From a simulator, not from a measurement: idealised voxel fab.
voxel wiring stack: a process module
Section shown: cut. Width: 265 nm. Cell size: 5 nm, square.
We lay out every cross-section as a grid of square cells and spell it out in bands from the top down, where one band means one or more rows of cells.
It is stipulated that each band's entry specify, in nanometres, the height of the top of the band and then that of its bottom, followed by the materials of the band in left-to-right sequence, each together with its width in nanometres. A single material marked by the word "full width" is understood to fill the band from edge to edge; the word "air" is understood to denote empty space.
Heights are reckoned from 0. Under this level, the received wafer is all of one material. The bottommost band is open-ended downward, for example "0 nm and below".
The width entry "30..40" should be interpreted row by row: the top row of cells in the band takes the first number, the bottom row takes the second number, and the change between adjacent rows is uniform throughout.
The cross-section has no changed cell in any step marked "identical to before".
Empty spaces without an open route to the top, at least 8 cells in extent, make up the entry "Entrapped void list"; each is given as width x height at distance, where the distance is measured from the left edge, and all are in nm.
Past the settings on a step's line: simulator remark, on that step.
"overlay nm" answers the question of how far to the right of plan the mask lay on a step that has a mask, and when it is negative the answer is to the left.
Read each pair as before and after one process step. The after cross-section shows only down to the lowest band that changed. The step between them and its settings are given below the pair. Pairs can come from different runs of this module on the same starting wafer. A pair continues from the pair above only where its "before" entry says so.

Before:
- 70 nm to 65 nm: Cu full width
- 65 nm to 60 nm: 90 of TiN, then 5 of Cu, then 170 of TiN
- 60 nm to 55 nm: 85 of SiCN, then 15 of TiN, then 165 of SiCN
- 55 nm to 30 nm: lowk full width
- 30 nm to 15 nm: 85 of lowk, then 5 of TiN, then 20 of Cu, then 5 of TiN, then 30 of lowk, then 5 of TiN, then 20 of Cu, then 5 of TiN, then 90 of lowk
- 15 nm to 10 nm: 85 of SiN, then 30 of TiN, then 30 of SiN, then 30 of TiN, then 90 of SiN
- 10 nm to 0 nm: SiO2 full width
- 0 nm and below: Si full width
- Entrapped void list: none

Post-Process Section:
- 60 nm to 55 nm: 85 of SiCN, then 15 of TiN, then 165 of SiCN
- Below a height of 55, the structure has not been altered.
- Entrapped void list: none
Step applied between the pre-step and post-step cross-sections shown above: CMP with height nm 60

before: see the after view in the pair directly above.

Post-Process Section:
- 65 nm to 60 nm: SiN full width
- Below a height of 60, the structure has not been altered.
- Entrapped void list: none
Step applied between the pre-step and post-step cross-sections shown above: CONFORMAL_DEP with material SiN, thk nm 5

Before:
- 60 nm to 50 nm: 85 of lowk, then 5 of TiN, then 20 of Cu, then 5 of TiN, then 30 of lowk, then 5 of TiN, then 20 of Cu, then 5 of TiN, then 90 of lowk
- 50 nm to 45 nm: 85 of lowk, then 5 of TiN, then 5 of Cu, then 20 of TiN, then 30 of lowk, then 30 of TiN, then 90 of lowk
- 45 nm to 35 nm: 85 of lowk, then 5 of TiN, then 5 of Cu, then 5 of TiN, then 165 of lowk
- 35 nm to 30 nm: 85 of SiCN, then 15 of TiN, then 165 of SiCN
- 30 nm to 15 nm: 85 of lowk, then 5 of TiN, then 20 of Cu, then 5 of TiN, then 30 of lowk, then 5 of TiN, then 20 of Cu, then 5 of TiN, then 90 of lowk
- 15 nm to 10 nm: 85 of SiN, then 30 of TiN, then 30 of SiN, then 30 of TiN, then 90 of SiN
- 10 nm to 0 nm: SiO2 full width
- 0 nm and below: Si full width
- Entrapped void list: none

Post-Process Section:
- 75 nm to 60 nm: SiN full width
- Below a height of 60, the structure has not been altered.
- Entrapped void list: none
Step applied between the pre-step and post-step cross-sections shown above: CONFORMAL_DEP with material SiN, thk nm 15

Before:
- 70 nm to 60 nm: aC full width
- 60 nm to 35 nm: lowk full width
- 35 nm to 30 nm: SiCN full width
- 30 nm to 15 nm: 85 of lowk, then 5 of TiN, then 20 of Cu, then 5 of TiN, then 30 of lowk, then 5 of TiN, then 20 of Cu, then 5 of TiN, then 90 of lowk
- 15 nm to 10 nm: 85 of SiN, then 30 of TiN, then 30 of SiN, then 30 of TiN, then 90 of SiN
- 10 nm to 0 nm: SiO2 full width
- 0 nm and below: Si full width
- Entrapped void list: none

Post-Process Section:
- 100 nm to 70 nm: 85 of resist, then 35 of air, then 25 of resist, then 35 of air, then 85 of resist
- Below a height of 70, the structure has not been altered.
- Entrapped void list: none
Step applied between the pre-step and post-step cross-sections shown above: PATTERN with tone open, mask id METAL_2, material resist, width nm 35, pitch nm 60, thk nm 30, overlay nm 0

before: see the after view in the pair directly above.

Post-Process Section:
- 90 nm to 70 nm: 85 of resist, then 35 of air, then 25 of resist, then 35 of air, then 85 of resist
- 70 nm to 60 nm: 85 of aC, then 35 of air, then 25 of aC, then 35 of air, then 85 of aC
- Below a height of 60, the structure has not been altered.
- Entrapped void list: none
Step applied between the pre-step and post-step cross-sections shown above: DIRECTIONAL_ETCH with etch materials aC, depth nm 10

before: see the after view in the pair directly above.

Post-Process Section:
- 70 nm to 60 nm: 85 of aC, then 35 of air, then 25 of aC, then 35 of air, then 85 of aC
- Below a height of 60, the structure has not been altered.
- Entrapped void list: none
Step applied between the pre-step and post-step cross-sections shown above: STRIP with etch materials resist

before: see the after view in the pair directly above.

Post-Process Section:
- 70 nm to 60 nm: 85 of aC, then 35 of air, then 25 of aC, then 35 of air, then 85 of aC
- 60 nm to 45 nm: 85 of lowk, then 35 of air, then 25 of lowk, then 35 of air, then 85 of lowk
- Below a height of 45, the structure has not been altered.
- Entrapped void list: none
Step applied between the pre-step and post-step cross-sections shown above: DIRECTIONAL_ETCH with etch materials lowk, depth nm 15

before: see the after view in the pair directly above.

Post-Process Section:
- 60 nm to 45 nm: 85 of lowk, then 35 of air, then 25 of lowk, then 35 of air, then 85 of lowk
- Below a height of 45, the structure has not been altered.
- Entrapped void list: none
Step applied between the pre-step and post-step cross-sections shown above: STRIP with etch materials aC

before: see the after view in the pair directly above.

Post-Process Section:
- 70 nm to 60 nm: 85 of aC, then 35 of air, then 25 of aC, then 35 of air, then 85 of aC
- 60 nm to 55 nm: 85 of lowk, then 35 of air, then 25 of lowk, then 35 of air, then 85 of lowk
- 55 nm to 45 nm: 85 of lowk, then 35 of aC, then 25 of lowk, then 35 of aC, then 85 of lowk
- Below a height of 45, the structure has not been altered.
- Entrapped void list: none
Step applied between the pre-step and post-step cross-sections shown above: DIRECTIONAL_DEP with material aC, thk nm 10

before: see the after view in the pair directly above.

Post-Process Section:
- 100 nm to 70 nm: 85 of resist, then 15 of air, then 165 of resist
- 70 nm to 60 nm: 85 of aC, then 15 of air, then 20 of resist, then 25 of aC, then 35 of resist, then 85 of aC
- 60 nm to 55 nm: 85 of lowk, then 15 of air, then 20 of resist, then 25 of lowk, then 35 of resist, then 85 of lowk
- Below a height of 55, the structure has not been altered.
- Entrapped void list: none
Step applied between the pre-step and post-step cross-sections shown above: PATTERN with tone open, mask id METAL_2_HOLES, material resist, width nm 15, thk nm 30, overlay nm 0

before: see the after view in the pair directly above.

Post-Process Section:
- 90 nm to 70 nm: 85 of resist, then 15 of air, then 165 of resist
- 70 nm to 60 nm: 85 of aC, then 15 of air, then 20 of resist, then 25 of aC, then 35 of resist, then 85 of aC
- 60 nm to 55 nm: 85 of lowk, then 15 of air, then 20 of resist, then 25 of lowk, then 35 of resist, then 85 of lowk
- 55 nm to 45 nm: 85 of lowk, then 15 of air, then 20 of aC, then 25 of lowk, then 35 of aC, then 85 of lowk
- Below a height of 45, the structure has not been altered.
- Entrapped void list: none
Step applied between the pre-step and post-step cross-sections shown above: DIRECTIONAL_ETCH with etch materials aC, depth nm 10

before: see the after view in the pair directly above.

Post-Process Section:
- 70 nm to 60 nm: 85 of aC, then 35 of air, then 25 of aC, then 35 of air, then 85 of aC
- 60 nm to 55 nm: 85 of lowk, then 35 of air, then 25 of lowk, then 35 of air, then 85 of lowk
- Below a height of 55, the structure has not been altered.
- Entrapped void list: none
Step applied between the pre-step and post-step cross-sections shown above: STRIP with etch materials resist

before: see the after view in the pair directly above.

Post-Process Section:
- 70 nm to 60 nm: 85 of aC, then 35 of air, then 25 of aC, then 35 of air, then 85 of aC
- 60 nm to 55 nm: 85 of lowk, then 35 of air, then 25 of lowk, then 35 of air, then 85 of lowk
- 55 nm to 45 nm: 85 of lowk, then 15 of air, then 20 of aC, then 25 of lowk, then 35 of aC, then 85 of lowk
- 45 nm to 35 nm: 85 of lowk, then 15 of air, then 165 of lowk
- Below a height of 35, the structure has not been altered.
- Entrapped void list: none
Step applied between the pre-step and post-step cross-sections shown above: DIRECTIONAL_ETCH with etch materials lowk, depth nm 10

before: see the after view in the pair directly above.

Post-Process Section:
- 70 nm to 60 nm: 85 of aC, then 35 of air, then 25 of aC, then 35 of air, then 85 of aC
- 60 nm to 55 nm: 85 of lowk, then 35 of air, then 25 of lowk, then 35 of air, then 85 of lowk
- 55 nm to 45 nm: 85 of lowk, then 15 of air, then 20 of aC, then 25 of lowk, then 35 of aC, then 85 of lowk
- 45 nm to 35 nm: 85 of lowk, then 15 of air, then 165 of lowk
- 35 nm to 30 nm: 85 of SiCN, then 15 of air, then 165 of SiCN
- Below a height of 30, the structure has not been altered.
- Entrapped void list: none
Step applied between the pre-step and post-step cross-sections shown above: DIRECTIONAL_ETCH with etch materials SiCN, depth nm 5

before: see the after view in the pair directly above.

Post-Process Section:
- 60 nm to 45 nm: 85 of lowk, then 35 of air, then 25 of lowk, then 35 of air, then 85 of lowk
- Below a height of 45, the structure has not been altered.
- Entrapped void list: none
Step applied between the pre-step and post-step cross-sections shown above: STRIP with etch materials aC

before: see the after view in the pair directly above.

Post-Process Section:
- 65 nm to 60 nm: 90 of TiN, then 25 of air, then 35 of TiN, then 25 of air, then 90 of TiN
- 60 nm to 50 nm: 85 of lowk, then 5 of TiN, then 25 of air, then 5 of TiN, then 25 of lowk, then 5 of TiN, then 25 of air, then 5 of TiN, then 85 of lowk
- 50 nm to 45 nm: 85 of lowk, then 5 of TiN, then 5 of air, then 25 of TiN, then 25 of lowk, then 35 of TiN, then 85 of lowk
- 45 nm to 35 nm: 85 of lowk, then 5 of TiN, then 5 of air, then 5 of TiN, then 165 of lowk
- 35 nm to 30 nm: 85 of SiCN, then 15 of TiN, then 165 of SiCN
- Below a height of 30, the structure has not been altered.
- Entrapped void list: none
Step applied between the pre-step and post-step cross-sections shown above: CONFORMAL_DEP with material TiN, thk nm 5

before: see the after view in the pair directly above.

Post-Process Section:
- 70 nm to 65 nm: Cu full width
- 65 nm to 60 nm: 90 of TiN, then 25 of Cu, then 35 of TiN, then 25 of Cu, then 90 of TiN
- 60 nm to 50 nm: 85 of lowk, then 5 of TiN, then 25 of Cu, then 5 of TiN, then 25 of lowk, then 5 of TiN, then 25 of Cu, then 5 of TiN, then 85 of lowk
- 50 nm to 45 nm: 85 of lowk, then 5 of TiN, then 5 of Cu, then 25 of TiN, then 25 of lowk, then 35 of TiN, then 85 of lowk
- 45 nm to 35 nm: 85 of lowk, then 5 of TiN, then 5 of Cu, then 5 of TiN, then 165 of lowk
- Below a height of 35, the structure has not been altered.
- Entrapped void list: none
Step applied between the pre-step and post-step cross-sections shown above: FILL_DEP with material Cu, thk nm 5

before: see the after view in the pair directly above.

Post-Process Section:
- 60 nm to 50 nm: 85 of lowk, then 5 of TiN, then 25 of Cu, then 5 of TiN, then 25 of lowk, then 5 of TiN, then 25 of Cu, then 5 of TiN, then 85 of lowk
- Below a height of 50, the structure has not been altered.
- Entrapped void list: none
Step applied between the pre-step and post-step cross-sections shown above: CMP with height nm 60

before: see the after view in the pair directly above.

Post-Process Section:
- 65 nm to 60 nm: SiN full width
- Below a height of 60, the structure has not been altered.
- Entrapped void list: none
Step applied between the pre-step and post-step cross-sections shown above: CONFORMAL_DEP with material SiN, thk nm 5

Before:
- 30 nm to 15 nm: lowk full width
- 15 nm to 10 nm: SiN full width
- 10 nm to 0 nm: SiO2 full width
- 0 nm and below: Si full width
- Entrapped void list: none

Post-Process Section:
- 50 nm to 30 nm: 80 of resist, then 30 of air, then 30 of resist, then 30 of air, then 95 of resist
- Below a height of 30, the structure has not been altered.
- Entrapped void list: none
Step applied between the pre-step and post-step cross-sections shown above: PATTERN with tone open, mask id METAL_1, material resist, width nm 30, pitch nm 60, thk nm 20, overlay nm -5

before: see the after view in the pair directly above.

Post-Process Section:
- 50 nm to 30 nm: 80 of resist, then 30 of air, then 30 of resist, then 30 of air, then 95 of resist
- 30 nm to 15 nm: 80 of lowk, then 30 of air, then 30 of lowk, then 30 of air, then 95 of lowk
- Below a height of 15, the structure has not been altered.
- Entrapped void list: none
Step applied between the pre-step and post-step cross-sections shown above: DIRECTIONAL_ETCH with etch materials lowk, depth nm 15

before: see the after view in the pair directly above.

Post-Process Section:
- 50 nm to 30 nm: 80 of resist, then 30 of air, then 30 of resist, then 30 of air, then 95 of resist
- 30 nm to 15 nm: 80 of lowk, then 30 of air, then 30 of lowk, then 30 of air, then 95 of lowk
- 15 nm to 10 nm: 80 of SiN, then 30 of air, then 30 of SiN, then 30 of air, then 95 of SiN
- Below a height of 10, the structure has not been altered.
- Entrapped void list: none
Step applied between the pre-step and post-step cross-sections shown above: DIRECTIONAL_ETCH with etch materials SiN, depth nm 5

before: see the after view in the pair directly above.

Post-Process Section:
- 30 nm to 15 nm: 80 of lowk, then 30 of air, then 30 of lowk, then 30 of air, then 95 of lowk
- Below a height of 15, the structure has not been altered.
- Entrapped void list: none
Step applied between the pre-step and post-step cross-sections shown above: STRIP with etch materials resist

before: see the after view in the pair directly above.

Post-Process Section:
- 35 nm to 30 nm: 85 of TiN, then 20 of air, then 40 of TiN, then 20 of air, then 100 of TiN
- 30 nm to 15 nm: 80 of lowk, then 5 of TiN, then 20 of air, then 5 of TiN, then 30 of lowk, then 5 of TiN, then 20 of air, then 5 of TiN, then 95 of lowk
- 15 nm to 10 nm: 80 of SiN, then 30 of TiN, then 30 of SiN, then 30 of TiN, then 95 of SiN
- Below a height of 10, the structure has not been altered.
- Entrapped void list: none
Step applied between the pre-step and post-step cross-sections shown above: CONFORMAL_DEP with material TiN, thk nm 5

before: see the after view in the pair directly above.

Post-Process Section:
- 45 nm to 35 nm: Cu full width
- 35 nm to 30 nm: 85 of TiN, then 20 of Cu, then 40 of TiN, then 20 of Cu, then 100 of TiN
- 30 nm to 15 nm: 80 of lowk, then 5 of TiN, then 20 of Cu, then 5 of TiN, then 30 of lowk, then 5 of TiN, then 20 of Cu, then 5 of TiN, then 95 of lowk
- Below a height of 15, the structure has not been altered.
- Entrapped void list: none
Step applied between the pre-step and post-step cross-sections shown above: FILL_DEP with material Cu, thk nm 10

before: see the after view in the pair directly above.

Post-Process Section:
- 30 nm to 15 nm: 80 of lowk, then 5 of TiN, then 20 of Cu, then 5 of TiN, then 30 of lowk, then 5 of TiN, then 20 of Cu, then 5 of TiN, then 95 of lowk
- Below a height of 15, the structure has not been altered.
- Entrapped void list: none
Step applied between the pre-step and post-step cross-sections shown above: CMP with height nm 30

before: see the after view in the pair directly above.

Post-Process Section:
- 35 nm to 30 nm: SiCN full width
- Below a height of 30, the structure has not been altered.
- Entrapped void list: none
Step applied between the pre-step and post-step cross-sections shown above: CONFORMAL_DEP with material SiCN, thk nm 5

before: see the after view in the pair directly above.

Post-Process Section:
- 60 nm to 35 nm: lowk full width
- Below a height of 35, the structure has not been altered.
- Entrapped void list: none
Step applied between the pre-step and post-step cross-sections shown above: DIRECTIONAL_DEP with material lowk, thk nm 25

before: see the after view in the pair directly above.

Post-Process Section:
- 70 nm to 60 nm: aC full width
- Below a height of 60, the structure has not been altered.
- Entrapped void list: none
Step applied between the pre-step and post-step cross-sections shown above: DIRECTIONAL_DEP with material aC, thk nm 10

before: see the after view in the pair directly above.

Post-Process Section:
- 100 nm to 70 nm: 85 of resist, then 30 of air, then 30 of resist, then 30 of air, then 90 of resist
- Below a height of 70, the structure has not been altered.
- Entrapped void list: none
Step applied between the pre-step and post-step cross-sections shown above: PATTERN with tone open, mask id METAL_2, material resist, width nm 30, pitch nm 60, thk nm 30, overlay nm 0

before: see the after view in the pair directly above.

Post-Process Section:
- 90 nm to 70 nm: 85 of resist, then 30 of air, then 30 of resist, then 30 of air, then 90 of resist
- 70 nm to 60 nm: 85 of aC, then 30 of air, then 30 of aC, then 30 of air, then 90 of aC
- Below a height of 60, the structure has not been altered.
- Entrapped void list: none
Step applied between the pre-step and post-step cross-sections shown above: DIRECTIONAL_ETCH with etch materials aC, depth nm 10

before: see the after view in the pair directly above.

Post-Process Section:
- 70 nm to 60 nm: 85 of aC, then 30 of air, then 30 of aC, then 30 of air, then 90 of aC
- Below a height of 60, the structure has not been altered.
- Entrapped void list: none
Step applied between the pre-step and post-step cross-sections shown above: STRIP with etch materials resist

before: see the after view in the pair directly above.

Post-Process Section:
- 70 nm to 60 nm: 85 of aC, then 30 of air, then 30 of aC, then 30 of air, then 90 of aC
- 60 nm to 45 nm: 85 of lowk, then 30 of air, then 30 of lowk, then 30 of air, then 90 of lowk
- Below a height of 45, the structure has not been altered.
- Entrapped void list: none
Step applied between the pre-step and post-step cross-sections shown above: DIRECTIONAL_ETCH with etch materials lowk, depth nm 15

before: see the after view in the pair directly above.

Post-Process Section:
- 60 nm to 45 nm: 85 of lowk, then 30 of air, then 30 of lowk, then 30 of air, then 90 of lowk
- Below a height of 45, the structure has not been altered.
- Entrapped void list: none
Step applied between the pre-step and post-step cross-sections shown above: STRIP with etch materials aC

before: see the after view in the pair directly above.

Post-Process Section:
- 70 nm to 60 nm: 85 of aC, then 30 of air, then 30 of aC, then 30 of air, then 90 of aC
- 60 nm to 55 nm: 85 of lowk, then 30 of air, then 30 of lowk, then 30 of air, then 90 of lowk
- 55 nm to 45 nm: 85 of lowk, then 30 of aC, then 30 of lowk, then 30 of aC, then 90 of lowk
- Below a height of 45, the structure has not been altered.
- Entrapped void list: none
Step applied between the pre-step and post-step cross-sections shown above: DIRECTIONAL_DEP with material aC, thk nm 10

before: see the after view in the pair directly above.

Post-Process Section:
- 100 nm to 70 nm: 85 of resist, then 15 of air, then 165 of resist
- 70 nm to 60 nm: 85 of aC, then 15 of air, then 15 of resist, then 30 of aC, then 30 of resist, then 90 of aC
- 60 nm to 55 nm: 85 of lowk, then 15 of air, then 15 of resist, then 30 of lowk, then 30 of resist, then 90 of lowk
- Below a height of 55, the structure has not been altered.
- Entrapped void list: none
Step applied between the pre-step and post-step cross-sections shown above: PATTERN with tone open, mask id METAL_2_HOLES, material resist, width nm 15, thk nm 30, overlay nm 0

before: see the after view in the pair directly above.

Post-Process Section:
- 90 nm to 70 nm: 85 of resist, then 15 of air, then 165 of resist
- 70 nm to 60 nm: 85 of aC, then 15 of air, then 15 of resist, then 30 of aC, then 30 of resist, then 90 of aC
- 60 nm to 55 nm: 85 of lowk, then 15 of air, then 15 of resist, then 30 of lowk, then 30 of resist, then 90 of lowk
- 55 nm to 45 nm: 85 of lowk, then 15 of air, then 15 of aC, then 30 of lowk, then 30 of aC, then 90 of lowk
- Below a height of 45, the structure has not been altered.
- Entrapped void list: none
Step applied between the pre-step and post-step cross-sections shown above: DIRECTIONAL_ETCH with etch materials aC, depth nm 10

before: see the after view in the pair directly above.

Post-Process Section:
- 70 nm to 60 nm: 85 of aC, then 30 of air, then 30 of aC, then 30 of air, then 90 of aC
- 60 nm to 55 nm: 85 of lowk, then 30 of air, then 30 of lowk, then 30 of air, then 90 of lowk
- Below a height of 55, the structure has not been altered.
- Entrapped void list: none
Step applied between the pre-step and post-step cross-sections shown above: STRIP with etch materials resist

before: see the after view in the pair directly above.

Post-Process Section:
- 70 nm to 60 nm: 85 of aC, then 30 of air, then 30 of aC, then 30 of air, then 90 of aC
- 60 nm to 55 nm: 85 of lowk, then 30 of air, then 30 of lowk, then 30 of air, then 90 of lowk
- 55 nm to 45 nm: 85 of lowk, then 15 of air, then 15 of aC, then 30 of lowk, then 30 of aC, then 90 of lowk
- 45 nm to 35 nm: 85 of lowk, then 15 of air, then 165 of lowk
- Below a height of 35, the structure has not been altered.
- Entrapped void list: none
Step applied between the pre-step and post-step cross-sections shown above: DIRECTIONAL_ETCH with etch materials lowk, depth nm 10

before: see the after view in the pair directly above.

Post-Process Section:
- 70 nm to 60 nm: 85 of aC, then 30 of air, then 30 of aC, then 30 of air, then 90 of aC
- 60 nm to 55 nm: 85 of lowk, then 30 of air, then 30 of lowk, then 30 of air, then 90 of lowk
- 55 nm to 45 nm: 85 of lowk, then 15 of air, then 15 of aC, then 30 of lowk, then 30 of aC, then 90 of lowk
- 45 nm to 35 nm: 85 of lowk, then 15 of air, then 165 of lowk
- 35 nm to 30 nm: 85 of SiCN, then 15 of air, then 165 of SiCN
- Below a height of 30, the structure has not been altered.
- Entrapped void list: none
Step applied between the pre-step and post-step cross-sections shown above: DIRECTIONAL_ETCH with etch materials SiCN, depth nm 5

before: see the after view in the pair directly above.

Post-Process Section:
- 60 nm to 45 nm: 85 of lowk, then 30 of air, then 30 of lowk, then 30 of air, then 90 of lowk
- Below a height of 45, the structure has not been altered.
- Entrapped void list: none
Step applied between the pre-step and post-step cross-sections shown above: STRIP with etch materials aC

before: see the after view in the pair directly above.

Post-Process Section:
- 65 nm to 60 nm: 90 of TiN, then 20 of air, then 40 of TiN, then 20 of air, then 95 of TiN
- 60 nm to 50 nm: 85 of lowk, then 5 of TiN, then 20 of air, then 5 of TiN, then 30 of lowk, then 5 of TiN, then 20 of air, then 5 of TiN, then 90 of lowk
- 50 nm to 45 nm: 85 of lowk, then 5 of TiN, then 5 of air, then 20 of TiN, then 30 of lowk, then 30 of TiN, then 90 of lowk
- 45 nm to 35 nm: 85 of lowk, then 5 of TiN, then 5 of air, then 5 of TiN, then 165 of lowk
- 35 nm to 30 nm: 85 of SiCN, then 15 of TiN, then 165 of SiCN
- Below a height of 30, the structure has not been altered.
- Entrapped void list: none
Step applied between the pre-step and post-step cross-sections shown above: CONFORMAL_DEP with material TiN, thk nm 5

before: see the after view in the pair directly above.

Post-Process Section:
- 70 nm to 65 nm: Cu full width
- 65 nm to 60 nm: 90 of TiN, then 20 of Cu, then 40 of TiN, then 20 of Cu, then 95 of TiN
- 60 nm to 50 nm: 85 of lowk, then 5 of TiN, then 20 of Cu, then 5 of TiN, then 30 of lowk, then 5 of TiN, then 20 of Cu, then 5 of TiN, then 90 of lowk
- 50 nm to 45 nm: 85 of lowk, then 5 of TiN, then 5 of Cu, then 20 of TiN, then 30 of lowk, then 30 of TiN, then 90 of lowk
- 45 nm to 35 nm: 85 of lowk, then 5 of TiN, then 5 of Cu, then 5 of TiN, then 165 of lowk
- Below a height of 35, the structure has not been altered.
- Entrapped void list: none
Step applied between the pre-step and post-step cross-sections shown above: FILL_DEP with material Cu, thk nm 5

before: see the after view in the pair directly above.

Post-Process Section:
- 60 nm to 50 nm: 85 of lowk, then 5 of TiN, then 20 of Cu, then 5 of TiN, then 30 of lowk, then 5 of TiN, then 20 of Cu, then 5 of TiN, then 90 of lowk
- Below a height of 50, the structure has not been altered.
- Entrapped void list: none
Step applied between the pre-step and post-step cross-sections shown above: CMP with height nm 60

before: see the after view in the pair directly above.

Post-Process Section:
- 65 nm to 60 nm: SiN full width
- Below a height of 60, the structure has not been altered.
- Entrapped void list: none
Step applied between the pre-step and post-step cross-sections shown above: CONFORMAL_DEP with material SiN, thk nm 5

Before:
- 60 nm to 45 nm: 85 of lowk, then 30 of air, then 30 of lowk, then 30 of air, then 90 of lowk
- 45 nm to 35 nm: 85 of lowk, then 15 of air, then 165 of lowk
- 35 nm to 30 nm: 85 of SiCN, then 15 of air, then 165 of SiCN
- 30 nm to 15 nm: 85 of lowk, then 5 of TiN, then 20 of Cu, then 5 of TiN, then 30 of lowk, then 5 of TiN, then 20 of Cu, then 5 of TiN, then 90 of lowk
- 15 nm to 10 nm: 85 of SiN, then 30 of TiN, then 30 of SiN, then 30 of TiN, then 90 of SiN
- 10 nm to 0 nm: SiO2 full width
- 0 nm and below: Si full width
- Entrapped void list: none

Post-Process Section:
- 65 nm to 60 nm: 90 of SiCN, then 20 of air, then 40 of SiCN, then 20 of air, then 95 of SiCN
- 60 nm to 50 nm: 85 of lowk, then 5 of SiCN, then 20 of air, then 5 of SiCN, then 30 of lowk, then 5 of SiCN, then 20 of air, then 5 of SiCN, then 90 of lowk
- 50 nm to 45 nm: 85 of lowk, then 5 of SiCN, then 5 of air, then 20 of SiCN, then 30 of lowk, then 30 of SiCN, then 90 of lowk
- 45 nm to 35 nm: 85 of lowk, then 5 of SiCN, then 5 of air, then 5 of SiCN, then 165 of lowk
- 35 nm to 30 nm: SiCN full width
- Below a height of 30, the structure has not been altered.
- Entrapped void list: none
Step applied between the pre-step and post-step cross-sections shown above: CONFORMAL_DEP with material SiCN, thk nm 5

before: see the after view in the pair directly above.

Post-Process Section:
- 70 nm to 65 nm: Cu full width
- 65 nm to 60 nm: 90 of SiCN, then 20 of Cu, then 40 of SiCN, then 20 of Cu, then 95 of SiCN
- 60 nm to 50 nm: 85 of lowk, then 5 of SiCN, then 20 of Cu, then 5 of SiCN, then 30 of lowk, then 5 of SiCN, then 20 of Cu, then 5 of SiCN, then 90 of lowk
- 50 nm to 45 nm: 85 of lowk, then 5 of SiCN, then 5 of Cu, then 20 of SiCN, then 30 of lowk, then 30 of SiCN, then 90 of lowk
- 45 nm to 35 nm: 85 of lowk, then 5 of SiCN, then 5 of Cu, then 5 of SiCN, then 165 of lowk
- Below a height of 35, the structure has not been altered.
- Entrapped void list: none
Step applied between the pre-step and post-step cross-sections shown above: FILL_DEP with material Cu, thk nm 5

before: see the after view in the pair directly above.

Post-Process Section:
- 60 nm to 50 nm: 85 of lowk, then 5 of SiCN, then 20 of Cu, then 5 of SiCN, then 30 of lowk, then 5 of SiCN, then 20 of Cu, then 5 of SiCN, then 90 of lowk
- Below a height of 50, the structure has not been altered.
- Entrapped void list: none
Step applied between the pre-step and post-step cross-sections shown above: CMP with height nm 60

before: see the after view in the pair directly above.

Post-Process Section:
- 65 nm to 60 nm: SiN full width
- Below a height of 60, the structure has not been altered.
- Entrapped void list: none
Step applied between the pre-step and post-step cross-sections shown above: CONFORMAL_DEP with material SiN, thk nm 5

Before:
- 70 nm to 60 nm: aC full width
- 60 nm to 35 nm: lowk full width
- 35 nm to 30 nm: SiCN full width
- 30 nm to 15 nm: 85 of lowk, then 5 of TiN, then 20 of Cu, then 5 of TiN, then 30 of lowk, then 5 of TiN, then 20 of Cu, then 5 of TiN, then 90 of lowk
- 15 nm to 10 nm: 85 of SiN, then 30 of TiN, then 30 of SiN, then 30 of TiN, then 90 of SiN
- 10 nm to 0 nm: SiO2 full width
- 0 nm and below: Si full width
- Entrapped void list: none

Post-Process Section:
- 100 nm to 70 nm: 85 of air, then 30 of resist, then 30 of air, then 30 of resist, then 90 of air
- Below a height of 70, the structure has not been altered.
- Entrapped void list: none
Step applied between the pre-step and post-step cross-sections shown above: PATTERN with tone cover, mask id METAL_2, material resist, width nm 30, pitch nm 60, thk nm 30, overlay nm 0

before: see the after view in the pair directly above.

Post-Process Section:
- 90 nm to 70 nm: 85 of air, then 30 of resist, then 30 of air, then 30 of resist, then 90 of air
- 70 nm to 60 nm: 85 of air, then 30 of aC, then 30 of air, then 30 of aC, then 90 of air
- Below a height of 60, the structure has not been altered.
- Entrapped void list: none
Step applied between the pre-step and post-step cross-sections shown above: DIRECTIONAL_ETCH with etch materials aC, depth nm 10

before: see the after view in the pair directly above.

Post-Process Section:
- 70 nm to 60 nm: 85 of air, then 30 of aC, then 30 of air, then 30 of aC, then 90 of air
- Below a height of 60, the structure has not been altered.
- Entrapped void list: none
Step applied between the pre-step and post-step cross-sections shown above: STRIP with etch materials resist

before: see the after view in the pair directly above.

Post-Process Section:
- 70 nm to 60 nm: 85 of air, then 30 of aC, then 30 of air, then 30 of aC, then 90 of air
- 60 nm to 45 nm: 85 of air, then 30 of lowk, then 30 of air, then 30 of lowk, then 90 of air
- Below a height of 45, the structure has not been altered.
- Entrapped void list: none
Step applied between the pre-step and post-step cross-sections shown above: DIRECTIONAL_ETCH with etch materials lowk, depth nm 15

before: see the after view in the pair directly above.

Post-Process Section:
- 60 nm to 45 nm: 85 of air, then 30 of lowk, then 30 of air, then 30 of lowk, then 90 of air
- Below a height of 45, the structure has not been altered.
- Entrapped void list: none
Step applied between the pre-step and post-step cross-sections shown above: STRIP with etch materials aC

before: see the after view in the pair directly above.

Post-Process Section:
- 70 nm to 60 nm: 85 of air, then 30 of aC, then 30 of air, then 30 of aC, then 90 of air
- 60 nm to 55 nm: 85 of air, then 30 of lowk, then 30 of air, then 30 of lowk, then 90 of air
- 55 nm to 45 nm: 85 of aC, then 30 of lowk, then 30 of aC, then 30 of lowk, then 90 of aC
- Below a height of 45, the structure has not been altered.
- Entrapped void list: none
Step applied between the pre-step and post-step cross-sections shown above: DIRECTIONAL_DEP with material aC, thk nm 10

before: see the after view in the pair directly above.

Post-Process Section:
- 100 nm to 70 nm: 85 of resist, then 15 of air, then 165 of resist
- 70 nm to 60 nm: 85 of resist, then 30 of aC, then 30 of resist, then 30 of aC, then 90 of resist
- 60 nm to 55 nm: 85 of resist, then 30 of lowk, then 30 of resist, then 30 of lowk, then 90 of resist
- Below a height of 55, the structure has not been altered.
- Entrapped void list: none
Step applied between the pre-step and post-step cross-sections shown above: PATTERN with tone open, mask id METAL_2_HOLES, material resist, width nm 15, thk nm 30, overlay nm 0

before: see the after view in the pair directly above.

Post-Process Section:
- 90 nm to 70 nm: 85 of resist, then 15 of air, then 165 of resist
- 70 nm to 60 nm: 85 of resist, then 15 of air, then 15 of aC, then 30 of resist, then 30 of aC, then 90 of resist
- Below a height of 60, the structure has not been altered.
- Entrapped void list: none
Step applied between the pre-step and post-step cross-sections shown above: DIRECTIONAL_ETCH with etch materials aC, depth nm 10

before: see the after view in the pair directly above.

Post-Process Section:
- 70 nm to 60 nm: 100 of air, then 15 of aC, then 30 of air, then 30 of aC, then 90 of air
- 60 nm to 55 nm: 85 of air, then 30 of lowk, then 30 of air, then 30 of lowk, then 90 of air
- Below a height of 55, the structure has not been altered.
- Entrapped void list: none
Step applied between the pre-step and post-step cross-sections shown above: STRIP with etch materials resist
